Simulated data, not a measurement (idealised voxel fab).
The process module presented herein is designated voxel air gaps.
Shown is cross-section cut, with a width of 275 nm and square cells of size 5 nm.
Cross-section layout: square cells on a grid; listed as bands, top to bottom; a band spans one or more cell rows. Each band's line starts with the height of the band's top and of its bottom, in nm. Then come its materials from left to right, each with its width in nm. One material with "everywhere" fills the band from edge to edge. "empty" is empty space. We count height from 0. Below that, the starting wafer is all one material. The lowest band never ends at the bottom but goes on down; see "z 0 and below" for how that is written. Width "30..40": first value at the band's top row of cells, second value at its bottom row, equal change from row to row. Where the words "no change occurred" appear for a step, the cross-section shows no cell changed by that step; every cell remained as before. Entry "Non-vented voids". Content: empty spaces with no open connection to the top, size 8 cells or greater. Each: width x height at distance. Distance: from left edge. Unit: nm. What comes after the settings on a step's line is commentary from the simulator itself on that step. For masked steps, "overlay nm" on the step line gives how far right of plan the mask actually lay; a minus sign means it lay to the left.

THE PROCESS STEPS THAT WERE PLANNED ARE LISTED BELOW
1: RECEIVE, material Si
2: CONFORMAL_DEP, material SiO2, thk nm 10
3: CONFORMAL_DEP, material SiCN, thk nm 5
4: DIRECTIONAL_DEP, material SiO2, thk nm 35
5: MASKED_ETCH, tone open, mask id LINES, width nm 20, pitch nm 45, etch materials SiO2, depth nm 35, overlay nm -15
6: CONFORMAL_DEP, material TiN, thk nm 5
7: FILL_DEP, material Ru, thk nm 5
8: CMP, height nm 50
9: EPI, material Ru, thk nm 10
10: SELECTIVE_ETCH, etch materials SiO2, depth nm 45
11: CONFORMAL_DEP, material SiCN, thk nm 5
Across this set of wafers, the varied parameter is the overlay nm of step 5. Starting conditions are identical for every wafer, and the plan reports the value assigned to the first wafer.

CROSS-SECTION OF THE FIRST OF SEVERAL WAFERS AS RECEIVED (AFTER STEP 1)
    z 0 and below: Si everywhere
    Non-vented voids: none

WAFER CROSS-SECTION (FIRST OF SEVERAL) - MODULE END, POST STEP 11 (LAST STEP)
    z 65 to 60: empty 50 nm  SiCN 140 nm  empty 85 nm
    z 60 to 50: empty 50 nm  SiCN 5 nm  Ru 40 nm  SiCN 5 nm  Ru 40 nm  SiCN 5 nm  Ru 40 nm  SiCN 5 nm  empty 85 nm
    z 50 to 45: empty 50 nm  SiCN 15 nm  TiN 5 nm  Ru 10 nm  TiN 5 nm  SiCN 25 nm  TiN 5 nm  Ru 10 nm  TiN 5 nm  SiCN 25 nm  TiN 5 nm  Ru 10 nm  TiN 5 nm  SiCN 15 nm  empty 85 nm
    z 45 to 20: empty 60 nm  SiCN 5 nm  TiN 5 nm  Ru 10 nm  TiN 5 nm  SiCN 5 nm  empty 15 nm  SiCN 5 nm  TiN 5 nm  Ru 10 nm  TiN 5 nm  SiCN 5 nm  empty 15 nm  SiCN 5 nm  TiN 5 nm  Ru 10 nm  TiN 5 nm  SiCN 5 nm  empty 95 nm
    z 20 to 15: SiCN 65 nm  TiN 20 nm  SiCN 25 nm  TiN 20 nm  SiCN 25 nm  TiN 20 nm  SiCN 100 nm
    z 15 to 10: SiCN everywhere
    z 10 to 0: SiO2 everywhere
    z 0 and below: Si everywhere
    Non-vented voids: 15 x 25 at 90; 15 x 25 at 135

CROSS-SECTION AT MODULE COMPLETION, LAST WAFER
    z 65 to 60: empty 80 nm  SiCN 140 nm  empty 55 nm
    z 60 to 50: empty 80 nm  SiCN 5 nm  Ru 40 nm  SiCN 5 nm  Ru 40 nm  SiCN 5 nm  Ru 40 nm  SiCN 5 nm  empty 55 nm
    z 50 to 45: empty 80 nm  SiCN 15 nm  TiN 5 nm  Ru 10 nm  TiN 5 nm  SiCN 25 nm  TiN 5 nm  Ru 10 nm  TiN 5 nm  SiCN 25 nm  TiN 5 nm  Ru 10 nm  TiN 5 nm  SiCN 15 nm  empty 55 nm
    z 45 to 20: empty 90 nm  SiCN 5 nm  TiN 5 nm  Ru 10 nm  TiN 5 nm  SiCN 5 nm  empty 15 nm  SiCN 5 nm  TiN 5 nm  Ru 10 nm  TiN 5 nm  SiCN 5 nm  empty 15 nm  SiCN 5 nm  TiN 5 nm  Ru 10 nm  TiN 5 nm  SiCN 5 nm  empty 65 nm
    z 20 to 15: SiCN 95 nm  TiN 20 nm  SiCN 25 nm  TiN 20 nm  SiCN 25 nm  TiN 20 nm  SiCN 70 nm
    z 15 to 10: SiCN everywhere
    z 10 to 0: SiO2 everywhere
    z 0 and below: Si everywhere
    Non-vented voids: 15 x 25 at 120; 15 x 25 at 165

BELOW IS A PER-WAFER TABLE. IN IT, EACH ROW DESCRIBES THE WAFER AT THE END OF THE MODULE BY GIVING, FOR EACH MATERIAL, THE NUMBER OF CELLS GAINED (+) OR LOST (-) SINCE THE WAFER WAS RECEIVED, AND AFTER THAT THE CLOSED VOIDS OF THE WAFER
overlay nm -15 | +84 Ru | +180 SiCN | +110 SiO2 | +48 TiN | Non-vented voids: 15 x 25 at 90; 15 x 25 at 135
overlay nm -10 | +84 Ru | +180 SiCN | +110 SiO2 | +48 TiN | Non-vented voids: 15 x 25 at 95; 15 x 25 at 140
overlay nm -5 | +84 Ru | +180 SiCN | +110 SiO2 | +48 TiN | Non-vented voids: 15 x 25 at 100; 15 x 25 at 145
overlay nm 0 | +84 Ru | +180 SiCN | +110 SiO2 | +48 TiN | Non-vented voids: 15 x 25 at 105; 15 x 25 at 150
overlay nm 5 | +84 Ru | +180 SiCN | +110 SiO2 | +48 TiN | Non-vented voids: 15 x 25 at 110; 15 x 25 at 155
overlay nm 10 | +84 Ru | +180 SiCN | +110 SiO2 | +48 TiN | Non-vented voids: 15 x 25 at 115; 15 x 25 at 160
overlay nm 15 | +84 Ru | +180 SiCN | +110 SiO2 | +48 TiN | Non-vented voids: 15 x 25 at 120; 15 x 25 at 165
